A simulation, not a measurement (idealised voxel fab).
The process module presented herein is designated voxel spacer lines.
Square cell edge 5 nm, section width 190 nm, ID cut.
How to read a cross-section here: the picture is a grid of square cells, written as bands going from the top down, and any band can span one or more rows of cells. The entry gives the band's vertical extent as a top height and a bottom height in nm, then its horizontal make-up as materials from left to right, each with a width in nm. "empty" stands for empty space; a single material marked "everywhere" fills the band edge to edge. Where do heights start? At 0: under that level the wafer as delivered is made of one material only. And the lowest band has no floor; it just carries on downward, as in "0 nm and below". So if you see something like "30..40" for the width, read it as the top row of the band sitting at the first number and the bottom row at the second, with every row in between moving by the same amount as the last. Key: "changes: none" - step with no changed cell in the cross-section. If an empty space has no open way to the top and is at least 8 cells in size, "Enclosed void entries" lists it, written width x height at distance, where distance is measured from the left edge and every value is in nm. On each step's line, the part that comes after the settings is the simulator's own comment on the step. overlay nm: on a step with a mask, how far right of its planned place the mask lay; negative means left.

These are the steps we planned for the process:
step 1: RECEIVE with material Si
step 2: CONFORMAL_DEP with material Al2O3, thk nm 5
step 3: DIRECTIONAL_DEP with material TiN, thk nm 15
step 4: DIRECTIONAL_DEP with material aC, thk nm 20
step 5: PATTERN with tone cover, mask id MANDREL, material resist, width nm 15, pitch nm 50, thk nm 30, overlay nm 0
step 6: DIRECTIONAL_ETCH with etch materials aC, depth nm 20
step 7: STRIP with etch materials resist
step 8: CONFORMAL_DEP with material SiN, thk nm 10
step 9: DIRECTIONAL_ETCH with etch materials SiN, depth nm 10
step 10: STRIP with etch materials aC
step 11: DIRECTIONAL_ETCH with etch materials TiN, depth nm 15
step 12: STRIP with etch materials SiN

First of two wafers: run as planned:

Incoming wafer, cross-sectional view, post step 1:
* 0 nm and below = Si everywhere
* Enclosed void entries: none

Cross-section: wafer state after step 2:
* 5 nm to 0 nm = Al2O3 everywhere
* Below 0 it's all the same as before, nothing changed down there.

Cross-section: wafer state after step 3:
* 20 nm to 5 nm = TiN everywhere
* Below 5 it's all the same as before, nothing changed down there.

Cross-section: wafer state after step 4:
* 40 nm to 20 nm = aC everywhere
* Below 20 it's all the same as before, nothing changed down there.

Cross-section: wafer state after step 5:
* 70 nm to 40 nm = empty (60), resist (15), empty (35), resist (15), empty (65)
* Below 40 it's all the same as before, nothing changed down there.

Cross-section: wafer state after step 6:
* 50 nm to 40 nm = empty (60), resist (15), empty (35), resist (15), empty (65)
* 40 nm to 20 nm = empty (60), aC (15), empty (35), aC (15), empty (65)
* Below 20 it's all the same as before, nothing changed down there.

Cross-section: wafer state after step 7:
* 40 nm to 20 nm = empty (60), aC (15), empty (35), aC (15), empty (65)
* Below 20 it's all the same as before, nothing changed down there.

Cross-section: wafer state after step 8:
* 50 nm to 40 nm = empty (50), SiN (35), empty (15), SiN (35), empty (55)
* 40 nm to 30 nm = empty (50), SiN (10), aC (15), SiN (10), empty (15), SiN (10), aC (15), SiN (10), empty (55)
* 30 nm to 20 nm = SiN (60), aC (15), SiN (35), aC (15), SiN (65)
* Below 20 it's all the same as before, nothing changed down there.

Cross-section: wafer state after step 9:
* 40 nm to 20 nm = empty (50), SiN (10), aC (15), SiN (10), empty (15), SiN (10), aC (15), SiN (10), empty (55)
* Below 20 it's all the same as before, nothing changed down there.

Cross-section: wafer state after step 10:
* 40 nm to 20 nm = empty (50), SiN (10), empty (15), SiN (10), empty (15), SiN (10), empty (15), SiN (10), empty (55)
* Below 20 it's all the same as before, nothing changed down there.

Cross-section: wafer state after step 11:
* 40 nm to 20 nm = empty (50), SiN (10), empty (15), SiN (10), empty (15), SiN (10), empty (15), SiN (10), empty (55)
* 20 nm to 5 nm = empty (50), TiN (10), empty (15), TiN (10), empty (15), TiN (10), empty (15), TiN (10), empty (55)
* Below 5 it's all the same as before, nothing changed down there.

Cross-section: wafer state after step 12:
* 20 nm to 5 nm = empty (50), TiN (10), empty (15), TiN (10), empty (15), TiN (10), empty (15), TiN (10), empty (55)
* Below 5 it's all the same as before, nothing changed down there.

The second wafer began exactly as the first did and followed the same plan, but one mistake was made while running it; through step 2 inclusive, the two wafers are identical:

The second wafer in cross-section, at the planned close of step 3:
* 10 nm to 5 nm = TiN everywhere
* Below 5 it's all the same as before, nothing changed down there.

The second wafer in cross-section, at the planned close of step 4:
* 30 nm to 10 nm = aC everywhere
* Below 10 it's all the same as before, nothing changed down there.

The second wafer in cross-section, at the planned close of step 5:
* 60 nm to 30 nm = empty (60), resist (15), empty (35), resist (15), empty (65)
* Below 30 it's all the same as before, nothing changed down there.

The second wafer in cross-section, at the planned close of step 6:
* 40 nm to 30 nm = empty (60), resist (15), empty (35), resist (15), empty (65)
* 30 nm to 10 nm = empty (60), aC (15), empty (35), aC (15), empty (65)
* Below 10 it's all the same as before, nothing changed down there.

The second wafer in cross-section, at the planned close of step 7:
* 30 nm to 10 nm = empty (60), aC (15), empty (35), aC (15), empty (65)
* Below 10 it's all the same as before, nothing changed down there.

The second wafer in cross-section, at the planned close of step 8:
* 40 nm to 30 nm = empty (50), SiN (35), empty (15), SiN (35), empty (55)
* 30 nm to 20 nm = empty (50), SiN (10), aC (15), SiN (10), empty (15), SiN (10), aC (15), SiN (10), empty (55)
* 20 nm to 10 nm = SiN (60), aC (15), SiN (35), aC (15), SiN (65)
* Below 10 it's all the same as before, nothing changed down there.

The second wafer in cross-section, at the planned close of step 9:
* 30 nm to 10 nm = empty (50), SiN (10), aC (15), SiN (10), empty (15), SiN (10), aC (15), SiN (10), empty (55)
* Below 10 it's all the same as before, nothing changed down there.

The second wafer in cross-section, at the planned close of step 10:
* 30 nm to 10 nm = empty (50), SiN (10), empty (15), SiN (10), empty (15), SiN (10), empty (15), SiN (10), empty (55)
* Below 10 it's all the same as before, nothing changed down there.

The second wafer in cross-section, at the planned close of step 11:
* 30 nm to 10 nm = empty (50), SiN (10), empty (15), SiN (10), empty (15), SiN (10), empty (15), SiN (10), empty (55)
* 10 nm to 5 nm = empty (50), TiN (10), empty (15), TiN (10), empty (15), TiN (10), empty (15), TiN (10), empty (55)
* Below 5 it's all the same as before, nothing changed down there.

The second wafer in cross-section, at the planned close of step 12:
* 10 nm to 5 nm = empty (50), TiN (10), empty (15), TiN (10), empty (15), TiN (10), empty (15), TiN (10), empty (55)
* Below 5 it's all the same as before, nothing changed down there.
It is concluded that the wafer was processed incorrectly with respect to the plan, in that not per plan at step 3, really ran DIRECTIONAL_DEP with material TiN, thk nm 5
Final difference in cells, second wafer against first, listed per material as more or fewer: 16 fewer of TiN
